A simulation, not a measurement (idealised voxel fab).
process module | voxel gate over fins
cross-section cut | 270 nm wide | cells 5 nm
A cross-section is a grid of square cells, given in bands from the top down. A band is one or more rows of cells.
Each band's line starts with the height of the band's top and of its bottom, in nm. Then come its materials from left to right, each with its width in nm. One material with "throughout" fills the band from edge to edge. "air" is empty space.
Height 0 is the level under which the wafer as received is all one material. The lowest band goes on downwards, as in "0 down".
A width such as "30 to 40" changes by the same amount from each row of cells to the next, from the band's top row to its bottom row.
"no change" after a step means that no cell of the cross-section changed.
closed voids: empty space of 8 cells or more with no open way to the top, each as width x height at its distance from the left edge, in nm
after a step's settings: what the simulator itself notes on the step
overlay nm, on a step with a mask: how far to the right of its planned place the mask lay; to the left if negative
plan
1 op RECEIVE | material Si
2 op CONFORMAL_DEP | material SiN | thk nm 5
3 op PATTERN | tone cover | mask id FINS | material resist | width nm 15 | pitch nm 40 | thk nm 15 | overlay nm -15
4 op DIRECTIONAL_ETCH | etch materials SiN | depth nm 5
5 op DIRECTIONAL_ETCH | etch materials Si | depth nm 35
6 op STRIP | etch materials resist
7 op OXIDIZE | depth nm 5
8 op FILL_DEP | material SiO2 | thk nm 15
9 op CMP | height nm 5
10 op SELECTIVE_ETCH | etch materials SiO2 | depth nm 15
11 op STRIP | etch materials SiN
12 op CONFORMAL_DEP | material HfO2 | thk nm 5
13 op CONFORMAL_DEP | material TiN | thk nm 5
14 op CONFORMAL_DEP | material TiAl | thk nm 5
15 op CONFORMAL_DEP | material TiN | thk nm 5
16 op FILL_DEP | material W | thk nm 15
17 op CMP | height nm 30
18 op CONFORMAL_DEP | material SiN | thk nm 10
varied across the wafers: overlay nm of step 3. The plan shows the first wafer's value. All wafers start alike
first wafer as received, after step 1
  0 down: Si throughout
  closed voids: none
first wafer at the end, after step 18
  40 to 30: SiN throughout
  30 to 20: W throughout
  20 to 15: W 55 | TiN 125 | W 90
  15 to 10: W 55 | TiN 5 | TiAl 35 | TiN 5 | TiAl 35 | TiN 5 | TiAl 35 | TiN 5 | W 90
  10 to 5: TiN 60 | TiAl 5 | TiN 25 | TiAl 5 | TiN 5 | TiAl 5 | TiN 25 | TiAl 5 | TiN 5 | TiAl 5 | TiN 25 | TiAl 5 | TiN 95
  5 to 0: TiAl 65 | TiN 5 | HfO2 15 | TiN 5 | TiAl 15 | TiN 5 | HfO2 15 | TiN 5 | TiAl 15 | TiN 5 | HfO2 15 | TiN 5 | TiAl 100
  0 to -5: TiN 70 | HfO2 5 | Si 5 | HfO2 5 | TiN 25 | HfO2 5 | Si 5 | HfO2 5 | TiN 25 | HfO2 5 | Si 5 | HfO2 5 | TiN 105
  -5 to -10: HfO2 75 | Si 5 | HfO2 35 | Si 5 | HfO2 35 | Si 5 | HfO2 110
  -10 to -40: SiO2 75 | Si 5 | SiO2 35 | Si 5 | SiO2 35 | Si 5 | SiO2 110
  -40 down: Si throughout
  closed voids: none
last wafer at the end
  40 to 30: SiN throughout
  30 to 20: W throughout
  20 to 15: W 85 | TiN 125 | W 60
  15 to 10: W 85 | TiN 5 | TiAl 35 | TiN 5 | TiAl 35 | TiN 5 | TiAl 35 | TiN 5 | W 60
  10 to 5: TiN 90 | TiAl 5 | TiN 25 | TiAl 5 | TiN 5 | TiAl 5 | TiN 25 | TiAl 5 | TiN 5 | TiAl 5 | TiN 25 | TiAl 5 | TiN 65
  5 to 0: TiAl 95 | TiN 5 | HfO2 15 | TiN 5 | TiAl 15 | TiN 5 | HfO2 15 | TiN 5 | TiAl 15 | TiN 5 | HfO2 15 | TiN 5 | TiAl 70
  0 to -5: TiN 100 | HfO2 5 | Si 5 | HfO2 5 | TiN 25 | HfO2 5 | Si 5 | HfO2 5 | TiN 25 | HfO2 5 | Si 5 | HfO2 5 | TiN 75
  -5 to -10: HfO2 105 | Si 5 | HfO2 35 | Si 5 | HfO2 35 | Si 5 | HfO2 80
  -10 to -40: SiO2 105 | Si 5 | SiO2 35 | Si 5 | SiO2 35 | Si 5 | SiO2 80
  -40 down: Si throughout
  closed voids: none
each wafer at the end: cells of each material gained (+) or lost (-) since it was received, then its closed voids
overlay nm -15 | +66 HfO2 | -408 Si | +108 SiN | +306 SiO2 | +66 TiAl | +128 TiN | +166 W | closed voids: none
overlay nm -10 | +66 HfO2 | -408 Si | +108 SiN | +306 SiO2 | +66 TiAl | +128 TiN | +166 W | closed voids: none
overlay nm -5 | +66 HfO2 | -408 Si | +108 SiN | +306 SiO2 | +66 TiAl | +128 TiN | +166 W | closed voids: none
overlay nm 0 | +66 HfO2 | -408 Si | +108 SiN | +306 SiO2 | +66 TiAl | +128 TiN | +166 W | closed voids: none
overlay nm 5 | +66 HfO2 | -408 Si | +108 SiN | +306 SiO2 | +66 TiAl | +128 TiN | +166 W | closed voids: none
overlay nm 10 | +66 HfO2 | -408 Si | +108 SiN | +306 SiO2 | +66 TiAl | +128 TiN | +166 W | closed voids: none
overlay nm 15 | +66 HfO2 | -408 Si | +108 SiN | +306 SiO2 | +66 TiAl | +128 TiN | +166 W | closed voids: none
